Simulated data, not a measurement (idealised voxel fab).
Process module, titled voxel spacer lines
This is section cut - it's 295 nm across, gridded in 5 nm square cells.
In what follows, cross-sections appear as grids of square cells, described through bands that run from the top down, where every band is one or more rows of cells. Heads up on the band format: heights come first, top then bottom, in nm. After that it's the materials left to right, each with its width in nm. A single material flagged "everywhere" fills the whole band edge to edge, and "blank" means there's empty space there. Heights from 0 (as-received wafer is one material below). Bottom band endless downward, as "0 -> down". It should be noted that a width expressed as "30..40" varies in equal increments from row to row of cells within the band, taking the value of the first number at the top row and that of the second number at the bottom row. "nothing was modified" means the step left every cell of the cross-section as it was. Heads up: "Completely enclosed voids" only lists the empty pockets with no open path to the top that are 8 cells or more, and it writes them as width x height at distance, distance from the left edge, in nm. If you see something after the settings on a step's line, that's the simulator's own remark about that step. overlay nm, on a step with a mask: how far to the right of its planned place the mask lay; to the left if negative.

[Process steps (planned)]
step 1: RECEIVE, material Si
step 2: CONFORMAL_DEP, material Al2O3, thk nm 10
step 3: DIRECTIONAL_DEP, material TiN, thk nm 15
step 4: DIRECTIONAL_DEP, material polySi, thk nm 30
step 5: PATTERN, tone cover, mask id MANDREL, material resist, width nm 15, pitch nm 50, thk nm 35, overlay nm 0
step 6: DIRECTIONAL_ETCH, etch materials polySi, depth nm 30
step 7: STRIP, etch materials resist
step 8: CONFORMAL_DEP, material SiN, thk nm 10
step 9: DIRECTIONAL_ETCH, etch materials SiN, depth nm 10
step 10: STRIP, etch materials polySi
step 11: DIRECTIONAL_ETCH, etch materials TiN, depth nm 15
step 12: STRIP, etch materials SiN
step 13: FILL_DEP, material SiO2, thk nm 10
step 14: CMP, height nm 25
Among the wafers covered here, the point of difference is the width nm at step 5; their starting state is shared, and the plan presents the value of the first wafer.

[Cross-section, first of several wafers, as delivered after step 1]
> 0 -> down = Si everywhere
> Completely enclosed voids: none

[What follows is a table in which each wafer occupies a row; for the wafer as it stands at the close of the module, the row states, material by material, how many cells have been gained (+) or lost (-) since receipt, and then gives its closed voids]
width nm 15, +118 Al2O3, +153 SiO2, +24 TiN, Completely enclosed voids: none
width nm 20, +118 Al2O3, +153 SiO2, +24 TiN, Completely enclosed voids: none
width nm 25, +118 Al2O3, +153 SiO2, +24 TiN, Completely enclosed voids: none
width nm 30, +118 Al2O3, +153 SiO2, +24 TiN, Completely enclosed voids: none
